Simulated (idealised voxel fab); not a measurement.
process module | voxel fin reveal
cross-section cut | 295 nm wide | cells 5 nm
A cross-section is a grid of square cells, given in bands from the top down. A band is one or more rows of cells.
Each band's line starts with the height of the band's top and of its bottom, in nm. Then come its materials from left to right, each with its width in nm. One material with "throughout" fills the band from edge to edge. "air" is empty space.
Height 0 is the level under which the wafer as received is all one material. The lowest band goes on downwards, as in "0 down".
A width such as "30 to 40" changes by the same amount from each row of cells to the next, from the band's top row to its bottom row.
"no change" after a step means that no cell of the cross-section changed.
closed voids: empty space of 8 cells or more with no open way to the top, each as width x height at its distance from the left edge, in nm
after a step's settings: what the simulator itself notes on the step
overlay nm, on a step with a mask: how far to the right of its planned place the mask lay; to the left if negative
plan
1 op RECEIVE | material Si
2 op CONFORMAL_DEP | material SiN | thk nm 10
3 op MASKED_ETCH | tone cover | mask id FINS | width nm 15 | pitch nm 45 | etch materials SiN | depth nm 10 | overlay nm 0
4 op MASKED_ETCH | tone cover | mask id FINS | width nm 15 | pitch nm 45 | etch materials Si | depth nm 40 | overlay nm 0
5 op OXIDIZE | depth nm 5
6 op FILL_DEP | material SiO2 | thk nm 15
7 op CMP | height nm 10
8 op SELECTIVE_ETCH | etch materials SiO2 | depth nm 25
9 op STRIP | etch materials SiN
as received, after step 1
  0 down: Si throughout
  closed voids: none
first wafer at the end, as planned
  0 to -15: air 120 | Si 5 | air 40 | Si 5 | air 125
  -15 to -45: SiO2 120 | Si 5 | SiO2 40 | Si 5 | SiO2 125
  -45 down: Si throughout
  closed voids: none
second wafer at the end: like start, like plan, one mistake
  0 to -5: air 120 | Si 5 | air 40 | Si 5 | air 125
  -5 to -15: air 110 | Si 15 | air 30 | Si 15 | air 125
  -15 to -45: SiO2 110 | Si 15 | SiO2 30 | Si 15 | SiO2 125
  -45 down: Si throughout
  closed voids: none
what went wrong: step 4 ran as: op MASKED_ETCH | tone cover | mask id FINS | width nm 15 | pitch nm 45 | etch materials Si | depth nm 40 | overlay nm -10
at the end the second wafer has, in cells: 32 more of Si | 24 fewer of SiO2
